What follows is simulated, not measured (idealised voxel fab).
This section sets out a process module, namely voxel capacitor over wiring.
The figure presents cross-section cut, which has a width of 280 nm and is divided into square cells with an edge length of 5 nm.
Cross-section = grid of square cells, listed top down in bands; band = one or more rows. Per band: top height and bottom height in nm, followed by the left-to-right materials and their widths in nm; "all across" marks a single material spanning edge to edge, "empty" marks empty space. Basically, 0 is our baseline, since under it the wafer straight out of the box is all one material. The bottom band has no lower end and keeps on going down, so it looks like "z 0 and below". Per-row width for "30 to 40": begins at first number (top row of band), ends at second number (bottom row), increment between rows held constant. What does "no modification" mean for a step? It means no cell of the cross-section changed in that step. In "closed voids" the enclosed voids are listed, meaning empty spaces of 8 cells or larger without any opening to the top. The form is width x height at distance, distance from the left edge, units nm. It should be noted that, on the line of a given step, the content following the step's settings is a remark produced by the simulator itself with respect to that step. overlay nm: on a step with a mask, how far right of its planned place the mask lay; negative means left.
## Process steps (planned)
1,RECEIVE | material Si
2,CONFORMAL_DEP | material SiO2 | thk nm 15
3,DIRECTIONAL_DEP | material TiN | thk nm 5
4,DIRECTIONAL_DEP | material W | thk nm 15
5,DIRECTIONAL_DEP | material aC | thk nm 10
6,PATTERN | tone cover | mask id METAL_1 | material resist | width nm 20 | pitch nm 70 | thk nm 30 | overlay nm 0
7,DIRECTIONAL_ETCH | etch materials aC | depth nm 10
8,STRIP | etch materials resist
9,DIRECTIONAL_ETCH | etch materials W | depth nm 15
10,DIRECTIONAL_ETCH | etch materials TiN | depth nm 5
11,STRIP | etch materials aC
12,FILL_DEP | material SiO2 | thk nm 5
13,CMP | height nm 35
14,CONFORMAL_DEP | material SiCN | thk nm 5
15,DIRECTIONAL_DEP | material SiO2 | thk nm 15
16,MASKED_ETCH | tone open | mask id PLUG_1 | width nm 15 | etch materials SiO2 | depth nm 15 | overlay nm 0
17,MASKED_ETCH | tone open | mask id PLUG_1 | width nm 15 | etch materials SiCN | depth nm 5 | overlay nm 0
18,EPI | material Ru | thk nm 10
19,EPI | material Ru | thk nm 10
20,DIRECTIONAL_DEP | material TiN | thk nm 10
21,DIRECTIONAL_DEP | material SiN | thk nm 5
22,DIRECTIONAL_DEP | material TiN | thk nm 5
23,PATTERN | tone cover | mask id UPPER_PLATE | material resist | width nm 55 | thk nm 20 | overlay nm 0
24,DIRECTIONAL_ETCH | etch materials TiN | depth nm 5
25,DIRECTIONAL_ETCH | etch materials SiN | depth nm 5
26,STRIP | etch materials resist
27,DIRECTIONAL_DEP | material aC | thk nm 10
28,PATTERN | tone cover | mask id LOWER_PLATE | material resist | width nm 65 | thk nm 25 | overlay nm 0
29,DIRECTIONAL_ETCH | etch materials aC | depth nm 10
30,STRIP | etch materials resist
31,DIRECTIONAL_ETCH | etch materials TiN | depth nm 10
32,STRIP | etch materials aC
33,FILL_DEP | material SiO2 | thk nm 20
34,CMP | height nm 90
35,PATTERN | tone open | mask id PLUG_2 | material resist | width nm 15 | thk nm 15 | overlay nm 0
36,DIRECTIONAL_ETCH | etch materials SiO2 | depth nm 15
37,STRIP | etch materials resist
38,CONFORMAL_DEP | material TiN | thk nm 5
39,FILL_DEP | material W | thk nm 10
40,CMP | height nm 90
41,CONFORMAL_DEP | material SiN | thk nm 5
## Wafer as received: cross-section following step 1
  z 0 and below: Si all across
  closed voids: none
## The following cross-section depicts the wafer upon conclusion of the module. Processing commenced from the starting condition illustrated above and adhered to the plan illustrated above, save for one mistake in execution
  z 95 to 90: W all across
  z 90 to 80: SiO2=110  TiN=5  W=5  TiN=5  SiO2=155
  z 80 to 70: SiO2=110 to 100  TiN=15 to 55  SiO2=155 to 125
  z 70 to 65: SiO2=100  SiN=55  SiO2=125
  z 65 to 55: SiO2=95  TiN=65  SiO2=120
  z 55 to 40: SiO2=100  Ru=15  SiO2=165
  z 40 to 35: SiCN=100  Ru=15  SiCN=165
  z 35 to 20: SiO2=95  W=20  SiO2=50  W=20  SiO2=95
  z 20 to 15: SiO2=95  TiN=20  SiO2=50  TiN=20  SiO2=95
  z 15 to 0: SiO2 all across
  z 0 and below: Si all across
  closed voids: none
So what did we get wrong on this run? step 41 off recipe, ran as CONFORMAL_DEP | material W | thk nm 5
